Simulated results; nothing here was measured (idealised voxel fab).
process module | voxel fin reveal
cross-section cut | 195 nm wide | cells 5 nm
A cross-section is a grid of square cells, given in bands from the top down. A band is one or more rows of cells.
Each band's line starts with the height of the band's top and of its bottom, in nm. Then come its materials from left to right, each with its width in nm. One material with "throughout" fills the band from edge to edge. "air" is empty space.
Height 0 is the level under which the wafer as received is all one material. The lowest band goes on downwards, as in "0 down".
A width such as "30 to 40" changes by the same amount from each row of cells to the next, from the band's top row to its bottom row.
"no change" after a step means that no cell of the cross-section changed.
closed voids: empty space of 8 cells or more with no open way to the top, each as width x height at its distance from the left edge, in nm
after a step's settings: what the simulator itself notes on the step
overlay nm, on a step with a mask: how far to the right of its planned place the mask lay; to the left if negative
plan
1 op RECEIVE | material Si
2 op CONFORMAL_DEP | material SiN | thk nm 5
3 op PATTERN | tone cover | mask id FINS | material resist | width nm 15 | pitch nm 35 | thk nm 20 | overlay nm 0
4 op DIRECTIONAL_ETCH | etch materials SiN | depth nm 5
5 op DIRECTIONAL_ETCH | etch materials Si | depth nm 40
6 op STRIP | etch materials resist
7 op FILL_DEP | material SiO2 | thk nm 10
8 op CMP | height nm 5
9 op SELECTIVE_ETCH | etch materials SiO2 | depth nm 30
10 op STRIP | etch materials SiN
11 op CONFORMAL_DEP | material SiO2 | thk nm 5
first wafer, as planned
as received, after step 1
  0 down: Si throughout
  closed voids: none
after step 2
  5 to 0: SiN throughout
  below 0: unchanged
after step 3
  25 to 5: air 70 | resist 15 | air 20 | resist 15 | air 75
  below 5: unchanged
after step 4
  25 to 5: air 70 | resist 15 | air 20 | resist 15 | air 75
  5 to 0: air 70 | SiN 15 | air 20 | SiN 15 | air 75
  below 0: unchanged
after step 5
  25 to 5: air 70 | resist 15 | air 20 | resist 15 | air 75
  5 to 0: air 70 | SiN 15 | air 20 | SiN 15 | air 75
  0 to -40: air 70 | Si 15 | air 20 | Si 15 | air 75
  below -40: unchanged
after step 6
  5 to 0: air 70 | SiN 15 | air 20 | SiN 15 | air 75
  below 0: unchanged
after step 7
  15 to 5: SiO2 throughout
  5 to 0: SiO2 70 | SiN 15 | SiO2 20 | SiN 15 | SiO2 75
  0 to -40: SiO2 70 | Si 15 | SiO2 20 | Si 15 | SiO2 75
  below -40: unchanged
after step 8
  5 to 0: SiO2 70 | SiN 15 | SiO2 20 | SiN 15 | SiO2 75
  below 0: unchanged
after step 9
  5 to 0: air 70 | SiN 15 | air 20 | SiN 15 | air 75
  0 to -25: air 70 | Si 15 | air 20 | Si 15 | air 75
  below -25: unchanged
after step 10
  0 to -25: air 70 | Si 15 | air 20 | Si 15 | air 75
  below -25: unchanged
after step 11
  5 to 0: air 65 | SiO2 25 | air 10 | SiO2 25 | air 70
  0 to -20: air 65 | SiO2 5 | Si 15 | SiO2 5 | air 10 | SiO2 5 | Si 15 | SiO2 5 | air 70
  -20 to -40: SiO2 70 | Si 15 | SiO2 20 | Si 15 | SiO2 75
  below -40: unchanged
second wafer: like start, like plan, one mistake. Through step 5 it matches the first wafer
when step 6 should have ended
  5 to 0: air 70 | SiN 15 | air 20 | SiN 15 | air 75
  below 0: unchanged
when step 7 should have ended
  15 to 5: SiO2 throughout
  5 to 0: SiO2 70 | SiN 15 | SiO2 20 | SiN 15 | SiO2 75
  0 to -40: SiO2 70 | Si 15 | SiO2 20 | Si 15 | SiO2 75
  below -40: unchanged
when step 8 should have ended
  5 to 0: SiO2 70 | SiN 15 | SiO2 20 | SiN 15 | SiO2 75
  below 0: unchanged
when step 9 should have ended
  5 to 0: air 70 | SiN 15 | air 20 | SiN 15 | air 75
  0 to -25: air 70 | Si 15 | air 20 | Si 15 | air 75
  below -25: unchanged
when step 10 should have ended
  0 to -25: air 70 | Si 15 | air 20 | Si 15 | air 75
  below -25: unchanged
when step 11 should have ended
  5 to 0: air 65 | SiO2 25 | air 10 | SiO2 25 | air 70
  0 to -20: air 65 | SiO2 5 | Si 15 | SiO2 5 | air 10 | SiO2 5 | Si 15 | SiO2 5 | air 70
  -20 to -40: SiO2 70 | Si 15 | SiO2 20 | Si 15 | SiO2 75
  below -40: unchanged
what went wrong: step 6 was run twice
at the end the two cross-sections are the same: no effect in what this model computes
